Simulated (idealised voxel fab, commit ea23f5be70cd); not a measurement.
process module | voxel trench capacitor
cross-section cut | 255 nm wide | cells 5 nm
A cross-section is a grid of square cells, given in bands from the top down. A band is one or more rows of cells.
Each band's line starts with the height of the band's top and of its bottom, in nm. Then come its materials from left to right, each with its width in nm. One material with "throughout" fills the band from edge to edge. "air" is empty space.
Height 0 is the level under which the wafer as received is all one material. The lowest band goes on downwards, as in "0 down".
A width such as "30 to 40" changes by the same amount from each row of cells to the next, from the band's top row to its bottom row.
"no change" after a step means that no cell of the cross-section changed.
closed voids: empty space of 8 cells or more with no open way to the top, each as width x height at its distance from the left edge, in nm
after a step's settings: what the simulator itself notes on the step
overlay nm, on a step with a mask: how far to the right of its planned place the mask lay; to the left if negative
plan
1 op RECEIVE | material Si
2 op CONFORMAL_DEP | material SiN | thk nm 5
3 op PATTERN | tone open | mask id TRENCH | material resist | width nm 20 | pitch nm 40 | thk nm 15 | overlay nm 0
4 op DIRECTIONAL_ETCH | etch materials SiN | depth nm 5
5 op DIRECTIONAL_ETCH | etch materials Si | depth nm 35
6 op STRIP | etch materials resist
7 op CONFORMAL_DEP | material Al2O3 | thk nm 5
8 op FILL_DEP | material polySi | thk nm 5
9 op CMP | height nm 5
as received, after step 1
  0 down: Si throughout
  closed voids: none
a wafer at the end: this start, this plan, one mistake
  5 to 0: Al2O3 throughout
  0 down: Si throughout
  closed voids: none
what went wrong: step 2 ran as: op CONFORMAL_DEP | material Al2O3 | thk nm 5
